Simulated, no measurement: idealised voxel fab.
Proc. module: voxel gate over fins
Displayed cross-section: cut, width of 195 nm, square cells sized 5 nm.
The cross-sections in this document take the form of a grid made of square cells. They are written out as bands, in order from top to bottom. Each band consists of one or more rows of cells. Within each band entry, the heights of the top and of the bottom of the band appear first, in that order and in nm; the materials of the band then follow from left to right, each with its corresponding width in nm. The designation "edge to edge" on a single material indicates that it fills the band from edge to edge; the designation "air" indicates empty space. Heights are expressed relative to 0, this being the level below which the as-received wafer comprises one material exclusively. The lowest band is unbounded in the downward direction and is denoted as in "0 down". When a width is written as two numbers, as in "30->40", the first number is the width in the top row of cells of the band and the second is the width in its bottom row, and the width changes by the same amount from each row to the next. Where a step carries "changes: none", the cross-section came out of it unchanged, cell for cell. Under "Trapped cavities" you'll find the enclosed gaps, the ones with no way out to the top, that are 8 cells or bigger; each reads width x height at distance, with distance counted from the left edge, everything in nm. Text after the settings on a step's line: the simulator's own remark on that step. "overlay nm" answers the question of how far to the right of plan the mask lay on a step that has a mask, and when it is negative the answer is to the left.

Process steps (planned)
- 1: RECEIVE: material Si
- 2: CONFORMAL_DEP: material SiN, thk nm 5
- 3: PATTERN: tone cover, mask id FINS, material resist, width nm 15, pitch nm 45, thk nm 20, overlay nm 0
- 4: DIRECTIONAL_ETCH: etch materials SiN, depth nm 5
- 5: DIRECTIONAL_ETCH: etch materials Si, depth nm 30
- 6: STRIP: etch materials resist
- 7: OXIDIZE: depth nm 5
- 8: FILL_DEP: material SiO2, thk nm 5
- 9: CMP: height nm 5
- 10: SELECTIVE_ETCH: etch materials SiO2, depth nm 20
- 11: STRIP: etch materials SiN
- 12: CONFORMAL_DEP: material HfO2, thk nm 5
- 13: CONFORMAL_DEP: material TiN, thk nm 5
- 14: FILL_DEP: material W, thk nm 10
- 15: CMP: height nm 15
- 16: CONFORMAL_DEP: material SiN, thk nm 10

This is the cross-section of the wafer as we received it, i.e. after step 1
- 0 down: Si edge to edge
- Trapped cavities: none

Wafer cross-section at module end: first of two, run to plan
- 25 to 15: SiN edge to edge
- 15 to 10: W edge to edge
- 10 to 5: W: 15; TiN: 25; W: 20; TiN: 25; W: 20; TiN: 25; W: 20; TiN: 25; W: 20
- 5 to 0: W: 15; TiN: 5; HfO2: 15; TiN: 5; W: 20; TiN: 5; HfO2: 15; TiN: 5; W: 20; TiN: 5; HfO2: 15; TiN: 5; W: 20; TiN: 5; HfO2: 15; TiN: 5; W: 20
- 0 to -5: W: 15; TiN: 5; HfO2: 5; Si: 5; HfO2: 5; TiN: 5; W: 20; TiN: 5; HfO2: 5; Si: 5; HfO2: 5; TiN: 5; W: 20; TiN: 5; HfO2: 5; Si: 5; HfO2: 5; TiN: 5; W: 20; TiN: 5; HfO2: 5; Si: 5; HfO2: 5; TiN: 5; W: 20
- -5 to -10: TiN: 20; HfO2: 5; Si: 5; HfO2: 5; TiN: 30; HfO2: 5; Si: 5; HfO2: 5; TiN: 30; HfO2: 5; Si: 5; HfO2: 5; TiN: 30; HfO2: 5; Si: 5; HfO2: 5; TiN: 25
- -10 to -15: HfO2: 25; Si: 5; HfO2: 40; Si: 5; HfO2: 40; Si: 5; HfO2: 40; Si: 5; HfO2: 30
- -15 to -35: SiO2: 25; Si: 5; SiO2: 40; Si: 5; SiO2: 40; Si: 5; SiO2: 40; Si: 5; SiO2: 30
- -35 down: Si edge to edge
- Trapped cavities: none

What the second wafer looks like in cross-section once the module is done. Its start and its plan matched the first wafer's exactly; what differed was one mistake in how it was run
- 25 to 15: SiN edge to edge
- 15 to 10: W edge to edge
- 10 to 5: TiN: 25; W: 5; TiN: 40; W: 5; TiN: 40; W: 5; TiN: 40; W: 5; TiN: 30
- 5 to 0: HfO2: 20; TiN: 5; W: 5; TiN: 5; HfO2: 30; TiN: 5; W: 5; TiN: 5; HfO2: 30; TiN: 5; W: 5; TiN: 5; HfO2: 30; TiN: 5; W: 5; TiN: 5; HfO2: 25
- 0 to -5: Si: 15; HfO2: 5; TiN: 5; W: 5; TiN: 5; HfO2: 5; Si: 20; HfO2: 5; TiN: 5; W: 5; TiN: 5; HfO2: 5; Si: 20; HfO2: 5; TiN: 5; W: 5; TiN: 5; HfO2: 5; Si: 20; HfO2: 5; TiN: 5; W: 5; TiN: 5; HfO2: 5; Si: 20
- -5 to -10: Si: 15; HfO2: 5; TiN: 15; HfO2: 5; Si: 20; HfO2: 5; TiN: 15; HfO2: 5; Si: 20; HfO2: 5; TiN: 15; HfO2: 5; Si: 20; HfO2: 5; TiN: 15; HfO2: 5; Si: 20
- -10 to -15: Si: 15; HfO2: 25; Si: 20; HfO2: 25; Si: 20; HfO2: 25; Si: 20; HfO2: 25; Si: 20
- -15 to -35: Si: 15; SiO2: 25; Si: 20; SiO2: 25; Si: 20; SiO2: 25; Si: 20; SiO2: 25; Si: 20
- -35 down: Si edge to edge
- Trapped cavities: none
What broke from the plan during processing? step 3 was processed under conditions differing from the plan, specifically as PATTERN: tone open, mask id FINS, material resist, width nm 15, pitch nm 45, thk nm 20, overlay nm 0
Final wafer comparison in cells, second versus first, more or fewer per material: 105 more of Si | 60 fewer of SiO2 | 45 fewer of W
